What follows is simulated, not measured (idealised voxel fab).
Process module, titled voxel spacer lines
Square cells of 5 nm make up the cross-section cut, whose width is 210 nm.
Throughout this document, each cross-section is represented as a grid of square cells and is presented as a sequence of bands enumerated from the top downward, where a band comprises one or more rows of cells. Read a band's entry like this: the first values are the height of its top and the height of its bottom in nm, and what follows is the sequence of materials from left to right, each with its width in nm. Note that "air" is empty space, and that a single material marked "everywhere" reaches across the band from edge to edge. A quick word on heights: they are counted from 0, and under that level the wafer as it came to us is one material throughout. The lowest band is different from the rest in having no bottom; it simply continues downward, written as in "from 0 down". The two numbers in a width such as "30 to 40" mark its ends across the band: the first belongs to the top row of cells, the second to the bottom row, and from each row to the next the width moves by the same amount. Reading "same as before" for a step: not a cell of the cross-section changed in it. You'll see "Fully sealed voids" listing empty spaces that have no way open to the top, as long as they're 8 cells or more; the notation is width x height at distance, where the distance is from the left edge, and all of it is in nm. Heads up: the bit after the settings on a step's line is the simulator's remark on that step. "overlay nm", when on a step's line for a step with a mask, measures how far to the right of its planned place the mask lay; a negative measure means to the left.
**The process steps that were planned are listed below**
1,op RECEIVE | material Si
2,op CONFORMAL_DEP | material Al2O3 | thk nm 10
3,op DIRECTIONAL_DEP | material TiN | thk nm 10
4,op DIRECTIONAL_DEP | material polySi | thk nm 30
5,op PATTERN | tone cover | mask id MANDREL | material resist | width nm 15 | pitch nm 50 | thk nm 40 | overlay nm 0
6,op DIRECTIONAL_ETCH | etch materials polySi | depth nm 30
7,op STRIP | etch materials resist
8,op CONFORMAL_DEP | material SiO2 | thk nm 10
9,op DIRECTIONAL_ETCH | etch materials SiO2 | depth nm 10
10,op STRIP | etch materials polySi
11,op DIRECTIONAL_ETCH | etch materials TiN | depth nm 10
12,op STRIP | etch materials SiO2
**Cross-section of the incoming wafer, state after step 1**
    from 0 down | Si everywhere
    Fully sealed voids: none
**Cross-section: first of two wafers, module finished, run according to plan**
    from 20 to 10 | 35 of air, then 10 of TiN, then 15 of air, then 10 of TiN, then 15 of air, then 10 of TiN, then 15 of air, then 10 of TiN, then 15 of air, then 10 of TiN, then 15 of air, then 10 of TiN, then 40 of air
    from 10 to 0 | Al2O3 everywhere
    from 0 down | Si everywhere
    Fully sealed voids: none
**second wafer at the end: like start, like plan, one mistake**
    from 20 to 10 | 35 of air, then 35 of TiN, then 15 of air, then 35 of TiN, then 15 of air, then 35 of TiN, then 40 of air
    from 10 to 0 | Al2O3 everywhere
    from 0 down | Si everywhere
    Fully sealed voids: none
Want to know what went wrong? steps 10 and 11 swapped
Once processing is complete, comparing cell counts shows that the second wafer has more or fewer of certain materials than the first: TiN: 18 more
